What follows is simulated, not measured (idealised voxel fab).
You're looking at the process module voxel self aligned vias.
The width of the displayed cross-section, cut, is 285 nm; its cells are square, with a size of 5 nm.
Reading order for cross-sections: top band down to bottom band. Underlying form: a grid of square cells. Band size: one or more rows of cells. Heads up on the band format: heights come first, top then bottom, in nm. After that it's the materials left to right, each with its width in nm. A single material flagged "edge to edge" fills the whole band edge to edge, and "empty" means there's empty space there. Basically, 0 is our baseline, since under it the wafer straight out of the box is all one material. The bottom band has no lower end and keeps on going down, so it looks like "0..down". Width spec "30->40" -> top row of cells at first value, bottom row at second value, equal per-row change in between. It should be understood that the words "left unchanged", when stated for a given step, signify that the cross-section underwent no change in any of its cells during that step. "Enclosed void entries" contains a list of empty spaces, each no smaller than 8 cells and without an open way to the top, written in the form width x height at distance with the distance from the left edge and all three in nm. Heads up: the bit after the settings on a step's line is the simulator's remark on that step. "overlay nm" denotes, for a step that has a mask, the displacement of the mask to the right of its planned place, with negative values corresponding to the left.

[Planned step list for the process]
step 1: RECEIVE (material Si)
step 2: CONFORMAL_DEP (material SiO2; thk nm 10)
step 3: CONFORMAL_DEP (material SiCN; thk nm 5)
step 4: DIRECTIONAL_DEP (material SiO2; thk nm 30)
step 5: MASKED_ETCH (tone open; mask id LINES; width nm 25; pitch nm 60; etch materials SiO2; depth nm 30; overlay nm 0)
step 6: CONFORMAL_DEP (material TiN; thk nm 5)
step 7: FILL_DEP (material Ru; thk nm 5)
step 8: CMP (height nm 45)
step 9: SELECTIVE_ETCH (etch materials W Ru TiN; depth nm 10)
step 10: FILL_DEP (material SiN; thk nm 5)
step 11: CMP (height nm 45)
step 12: DIRECTIONAL_DEP (material SiO2; thk nm 20)
step 13: DIRECTIONAL_DEP (material aC; thk nm 10)
step 14: PATTERN (tone open; mask id VIAS; material resist; width nm 45; pitch nm 60; thk nm 30; overlay nm 0)
step 15: DIRECTIONAL_ETCH (etch materials aC; depth nm 10)
step 16: STRIP (etch materials resist)
step 17: DIRECTIONAL_ETCH (etch materials SiO2; depth nm 20)
step 18: DIRECTIONAL_ETCH (etch materials SiN; depth nm 10)
step 19: STRIP (etch materials aC)
step 20: CONFORMAL_DEP (material TiN; thk nm 5)
step 21: FILL_DEP (material Ru; thk nm 10)
step 22: CMP (height nm 65)
step 23: CONFORMAL_DEP (material SiCN; thk nm 5)

[As-received state of the wafer in cross-section, equivalent to post-step 1]
  0..down: Si edge to edge
  Enclosed void entries: none

[Starting wafer: above. Plan: above. Run: one mistake. Cross-section after the module: below]
  70..65: SiCN edge to edge
  65..45: 90 SiO2 / 5 TiN / 35 Ru / 5 TiN / 15 SiO2 / 5 TiN / 35 Ru / 5 TiN / 90 SiO2
  45..40: 90 SiN / 15 TiN / 15 Ru / 15 TiN / 15 SiN / 15 TiN / 15 Ru / 15 TiN / 90 SiN
  40..35: 100 SiO2 / 25 TiN / 35 SiO2 / 25 TiN / 100 SiO2
  35..15: 100 SiO2 / 5 TiN / 15 Ru / 5 TiN / 35 SiO2 / 5 TiN / 15 Ru / 5 TiN / 100 SiO2
  15..10: 100 SiO2 / 25 TiN / 35 SiO2 / 25 TiN / 100 SiO2
  10..0: SiO2 edge to edge
  0..down: Si edge to edge
  Enclosed void entries: none
Misprocessing identified: plan step 3: skipped, not run
